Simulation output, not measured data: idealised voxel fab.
Name of the process module below: voxel self aligned contacts
Pictured: cross-section cut, 280 nm wide, on a grid of 5 nm square cells.
Bands, listed from the top down, are how a cross-section gets written in this document; the cross-section itself is a grid of square cells, and a band is one or more rows of them. First you get the band's top height and its bottom height, in nm, and then the materials it's made of, left to right, with each width in nm. If you see a single material with "edge to edge", that one covers the band edge to edge. "blank" is empty space. The level at which height equals 0 is the one under which the wafer, as it arrives, is entirely one material. No lower edge exists for the bottom band, which continues downward and is notated as in "0 -> down". So if you see something like "30 to 40" for the width, read it as the top row of the band sitting at the first number and the bottom row at the second, with every row in between moving by the same amount as the last. "all unchanged" after a step means that no cell of the cross-section changed. "Enclosed internal voids" lists enclosed empty spaces (at least 8 cells, no open path upward to the top), each as width x height at distance from the left edge, in nm. Text after the settings on a step's line: the simulator's own remark on that step. overlay nm: mask offset rightward from planned place, masked step; negative means leftward offset.
PROCESS STEPS FORESEEN IN THE PLAN
1 RECEIVE, material Si
2 CONFORMAL_DEP, material SiO2, thk nm 5
3 DIRECTIONAL_DEP, material polySi, thk nm 30
4 DIRECTIONAL_DEP, material SiN, thk nm 20
5 MASKED_ETCH, tone cover, mask id GATE, width nm 25, pitch nm 50, etch materials SiN, depth nm 20, overlay nm 0
6 MASKED_ETCH, tone cover, mask id GATE, width nm 25, pitch nm 50, etch materials polySi, depth nm 30, overlay nm 0
7 CONFORMAL_DEP, material SiN, thk nm 5
8 DIRECTIONAL_ETCH, etch materials SiN, depth nm 5
9 FILL_DEP, material SiO2, thk nm 20
10 CMP, height nm 65
11 PATTERN, tone open, mask id CONTACT, material resist, width nm 35, pitch nm 50, thk nm 15, overlay nm 0
12 DIRECTIONAL_ETCH, etch materials SiO2, depth nm 65
13 STRIP, etch materials resist
14 CONFORMAL_DEP, material TiN, thk nm 5
15 FILL_DEP, material W, thk nm 10
16 CMP, height nm 65
17 CONFORMAL_DEP, material SiCN, thk nm 5
FIRST OF TWO WAFERS: RUN AS PLANNED
SHOWN IN CROSS-SECTION IS THE WAFER AS RECEIVED, THAT IS, AS IT STANDS AFTER STEP 1
0 -> down: Si edge to edge
Enclosed internal voids: none
PRESENTED HERE IS A CROSS-SECTION OF THE WAFER AFTER STEP 2 HAS BEEN PERFORMED
5 -> 0: SiO2 edge to edge
Beneath the level 0, the cross-section is identical to its previous state.
PRESENTED HERE IS A CROSS-SECTION OF THE WAFER AFTER STEP 3 HAS BEEN PERFORMED
35 -> 5: polySi edge to edge
Beneath the level 5, the cross-section is identical to its previous state.
PRESENTED HERE IS A CROSS-SECTION OF THE WAFER AFTER STEP 4 HAS BEEN PERFORMED
55 -> 35: SiN edge to edge
Beneath the level 35, the cross-section is identical to its previous state.
PRESENTED HERE IS A CROSS-SECTION OF THE WAFER AFTER STEP 5 HAS BEEN PERFORMED
55 -> 35: 75 of blank / 25 of SiN / 25 of blank / 25 of SiN / 25 of blank / 25 of SiN / 80 of blank
Beneath the level 35, the cross-section is identical to its previous state.
PRESENTED HERE IS A CROSS-SECTION OF THE WAFER AFTER STEP 6 HAS BEEN PERFORMED
55 -> 35: 75 of blank / 25 of SiN / 25 of blank / 25 of SiN / 25 of blank / 25 of SiN / 80 of blank
35 -> 5: 75 of blank / 25 of polySi / 25 of blank / 25 of polySi / 25 of blank / 25 of polySi / 80 of blank
Beneath the level 5, the cross-section is identical to its previous state.
PRESENTED HERE IS A CROSS-SECTION OF THE WAFER AFTER STEP 7 HAS BEEN PERFORMED
60 -> 35: 70 of blank / 35 of SiN / 15 of blank / 35 of SiN / 15 of blank / 35 of SiN / 75 of blank
35 -> 10: 70 of blank / 5 of SiN / 25 of polySi / 5 of SiN / 15 of blank / 5 of SiN / 25 of polySi / 5 of SiN / 15 of blank / 5 of SiN / 25 of polySi / 5 of SiN / 75 of blank
10 -> 5: 75 of SiN / 25 of polySi / 25 of SiN / 25 of polySi / 25 of SiN / 25 of polySi / 80 of SiN
Beneath the level 5, the cross-section is identical to its previous state.
PRESENTED HERE IS A CROSS-SECTION OF THE WAFER AFTER STEP 8 HAS BEEN PERFORMED
55 -> 35: 70 of blank / 35 of SiN / 15 of blank / 35 of SiN / 15 of blank / 35 of SiN / 75 of blank
35 -> 5: 70 of blank / 5 of SiN / 25 of polySi / 5 of SiN / 15 of blank / 5 of SiN / 25 of polySi / 5 of SiN / 15 of blank / 5 of SiN / 25 of polySi / 5 of SiN / 75 of blank
Beneath the level 5, the cross-section is identical to its previous state.
PRESENTED HERE IS A CROSS-SECTION OF THE WAFER AFTER STEP 9 HAS BEEN PERFORMED
75 -> 55: SiO2 edge to edge
55 -> 35: 70 of SiO2 / 35 of SiN / 15 of SiO2 / 35 of SiN / 15 of SiO2 / 35 of SiN / 75 of SiO2
35 -> 5: 70 of SiO2 / 5 of SiN / 25 of polySi / 5 of SiN / 15 of SiO2 / 5 of SiN / 25 of polySi / 5 of SiN / 15 of SiO2 / 5 of SiN / 25 of polySi / 5 of SiN / 75 of SiO2
Beneath the level 5, the cross-section is identical to its previous state.
PRESENTED HERE IS A CROSS-SECTION OF THE WAFER AFTER STEP 10 HAS BEEN PERFORMED
65 -> 55: SiO2 edge to edge
Beneath the level 55, the cross-section is identical to its previous state.
PRESENTED HERE IS A CROSS-SECTION OF THE WAFER AFTER STEP 11 HAS BEEN PERFORMED
80 -> 65: 95 of resist / 35 of blank / 15 of resist / 35 of blank / 100 of resist
Beneath the level 65, the cross-section is identical to its previous state.
PRESENTED HERE IS A CROSS-SECTION OF THE WAFER AFTER STEP 12 HAS BEEN PERFORMED
80 -> 65: 95 of resist / 35 of blank / 15 of resist / 35 of blank / 100 of resist
65 -> 55: 95 of SiO2 / 35 of blank / 15 of SiO2 / 35 of blank / 100 of SiO2
55 -> 35: 70 of SiO2 / 35 of SiN / 15 of blank / 35 of SiN / 15 of blank / 35 of SiN / 75 of SiO2
35 -> 5: 70 of SiO2 / 5 of SiN / 25 of polySi / 5 of SiN / 15 of blank / 5 of SiN / 25 of polySi / 5 of SiN / 15 of blank / 5 of SiN / 25 of polySi / 5 of SiN / 75 of SiO2
5 -> 0: 105 of SiO2 / 15 of blank / 35 of SiO2 / 15 of blank / 110 of SiO2
Beneath the level 0, the cross-section is identical to its previous state.
PRESENTED HERE IS A CROSS-SECTION OF THE WAFER AFTER STEP 13 HAS BEEN PERFORMED
65 -> 55: 95 of SiO2 / 35 of blank / 15 of SiO2 / 35 of blank / 100 of SiO2
Beneath the level 55, the cross-section is identical to its previous state.
PRESENTED HERE IS A CROSS-SECTION OF THE WAFER AFTER STEP 14 HAS BEEN PERFORMED
70 -> 65: 100 of TiN / 25 of blank / 25 of TiN / 25 of blank / 105 of TiN
65 -> 55: 95 of SiO2 / 5 to 15 of TiN / 25 to 5 of blank / 5 to 15 of TiN / 15 of SiO2 / 5 to 15 of TiN / 25 to 5 of blank / 5 to 15 of TiN / 100 of SiO2
55 -> 35: 70 of SiO2 / 35 of SiN / 5 of TiN / 5 of blank / 5 of TiN / 35 of SiN / 5 of TiN / 5 of blank / 5 of TiN / 35 of SiN / 75 of SiO2
35 -> 5: 70 of SiO2 / 5 of SiN / 25 of polySi / 5 of SiN / 5 of TiN / 5 of blank / 5 of TiN / 5 of SiN / 25 of polySi / 5 of SiN / 5 of TiN / 5 of blank / 5 of TiN / 5 of SiN / 25 of polySi / 5 of SiN / 75 of SiO2
5 -> 0: 105 of SiO2 / 15 of TiN / 35 of SiO2 / 15 of TiN / 110 of SiO2
Beneath the level 0, the cross-section is identical to its previous state.
PRESENTED HERE IS A CROSS-SECTION OF THE WAFER AFTER STEP 15 HAS BEEN PERFORMED
80 -> 70: W edge to edge
70 -> 65: 100 of TiN / 25 of W / 25 of TiN / 25 of W / 105 of TiN
65 -> 55: 95 of SiO2 / 5 to 15 of TiN / 25 to 5 of W / 5 to 15 of TiN / 15 of SiO2 / 5 to 15 of TiN / 25 to 5 of W / 5 to 15 of TiN / 100 of SiO2
55 -> 35: 70 of SiO2 / 35 of SiN / 5 of TiN / 5 of W / 5 of TiN / 35 of SiN / 5 of TiN / 5 of W / 5 of TiN / 35 of SiN / 75 of SiO2
35 -> 5: 70 of SiO2 / 5 of SiN / 25 of polySi / 5 of SiN / 5 of TiN / 5 of W / 5 of TiN / 5 of SiN / 25 of polySi / 5 of SiN / 5 of TiN / 5 of W / 5 of TiN / 5 of SiN / 25 of polySi / 5 of SiN / 75 of SiO2
Beneath the level 5, the cross-section is identical to its previous state.
PRESENTED HERE IS A CROSS-SECTION OF THE WAFER AFTER STEP 16 HAS BEEN PERFORMED
65 -> 55: 95 of SiO2 / 5 to 15 of TiN / 25 to 5 of W / 5 to 15 of TiN / 15 of SiO2 / 5 to 15 of TiN / 25 to 5 of W / 5 to 15 of TiN / 100 of SiO2
Beneath the level 55, the cross-section is identical to its previous state.
PRESENTED HERE IS A CROSS-SECTION OF THE WAFER AFTER STEP 17 HAS BEEN PERFORMED
70 -> 65: SiCN edge to edge
Beneath the level 65, the cross-section is identical to its previous state.
OKAY, SECOND WAFER. NOTHING DIFFERENT AT THE START, NOTHING DIFFERENT IN THE PLAN, JUST ONE MISTAKE SOMEWHERE IN THE RUNNING. AS FAR AS STEP 10, COUNTING THAT STEP, IT'S THE FIRST WAFER ALL OVER AGAIN
SECOND WAFER, CROSS-SECTION, PLANNED END OF STEP 11
80 -> 65: 100 of resist / 30 of blank / 20 of resist / 30 of blank / 100 of resist
Beneath the level 65, the cross-section is identical to its previous state.
SECOND WAFER, CROSS-SECTION, PLANNED END OF STEP 12
80 -> 65: 100 of resist / 30 of blank / 20 of resist / 30 of blank / 100 of resist
65 -> 55: 100 of SiO2 / 30 of blank / 20 of SiO2 / 30 of blank / 100 of SiO2
55 -> 35: 70 of SiO2 / 35 of SiN / 15 of blank / 35 of SiN / 15 of blank / 35 of SiN / 75 of SiO2
35 -> 5: 70 of SiO2 / 5 of SiN / 25 of polySi / 5 of SiN / 15 of blank / 5 of SiN / 25 of polySi / 5 of SiN / 15 of blank / 5 of SiN / 25 of polySi / 5 of SiN / 75 of SiO2
5 -> 0: 105 of SiO2 / 15 of blank / 35 of SiO2 / 15 of blank / 110 of SiO2
Beneath the level 0, the cross-section is identical to its previous state.
SECOND WAFER, CROSS-SECTION, PLANNED END OF STEP 13
65 -> 55: 100 of SiO2 / 30 of blank / 20 of SiO2 / 30 of blank / 100 of SiO2
Beneath the level 55, the cross-section is identical to its previous state.
SECOND WAFER, CROSS-SECTION, PLANNED END OF STEP 14
70 -> 65: 105 of TiN / 20 of blank / 30 of TiN / 20 of blank / 105 of TiN
65 -> 55: 100 of SiO2 / 5 to 10 of TiN / 20 to 5 of blank / 5 to 15 of TiN / 20 of SiO2 / 5 to 10 of TiN / 20 to 5 of blank / 5 to 15 of TiN / 100 of SiO2
55 -> 35: 70 of SiO2 / 35 of SiN / 5 of TiN / 5 of blank / 5 of TiN / 35 of SiN / 5 of TiN / 5 of blank / 5 of TiN / 35 of SiN / 75 of SiO2
35 -> 5: 70 of SiO2 / 5 of SiN / 25 of polySi / 5 of SiN / 5 of TiN / 5 of blank / 5 of TiN / 5 of SiN / 25 of polySi / 5 of SiN / 5 of TiN / 5 of blank / 5 of TiN / 5 of SiN / 25 of polySi / 5 of SiN / 75 of SiO2
5 -> 0: 105 of SiO2 / 15 of TiN / 35 of SiO2 / 15 of TiN / 110 of SiO2
Beneath the level 0, the cross-section is identical to its previous state.
SECOND WAFER, CROSS-SECTION, PLANNED END OF STEP 15
80 -> 70: W edge to edge
70 -> 65: 105 of TiN / 20 of W / 30 of TiN / 20 of W / 105 of TiN
65 -> 55: 100 of SiO2 / 5 to 10 of TiN / 20 to 5 of W / 5 to 15 of TiN / 20 of SiO2 / 5 to 10 of TiN / 20 to 5 of W / 5 to 15 of TiN / 100 of SiO2
55 -> 35: 70 of SiO2 / 35 of SiN / 5 of TiN / 5 of W / 5 of TiN / 35 of SiN / 5 of TiN / 5 of W / 5 of TiN / 35 of SiN / 75 of SiO2
35 -> 5: 70 of SiO2 / 5 of SiN / 25 of polySi / 5 of SiN / 5 of TiN / 5 of W / 5 of TiN / 5 of SiN / 25 of polySi / 5 of SiN / 5 of TiN / 5 of W / 5 of TiN / 5 of SiN / 25 of polySi / 5 of SiN / 75 of SiO2
Beneath the level 5, the cross-section is identical to its previous state.
SECOND WAFER, CROSS-SECTION, PLANNED END OF STEP 16
65 -> 55: 100 of SiO2 / 5 to 10 of TiN / 20 to 5 of W / 5 to 15 of TiN / 20 of SiO2 / 5 to 10 of TiN / 20 to 5 of W / 5 to 15 of TiN / 100 of SiO2
Beneath the level 55, the cross-section is identical to its previous state.
SECOND WAFER, CROSS-SECTION, PLANNED END OF STEP 17
70 -> 65: SiCN edge to edge
Beneath the level 65, the cross-section is identical to its previous state.
What was done differently from what was planned? step 11 was not run as planned; what actually ran was PATTERN, tone open, mask id CONTACT, material resist, width nm 30, pitch nm 50, thk nm 15, overlay nm 0
Count the cells at the end and the second wafer has more or fewer of some materials than the first: SiO2: 4 more; TiN: 2 fewer; W: 2 fewer
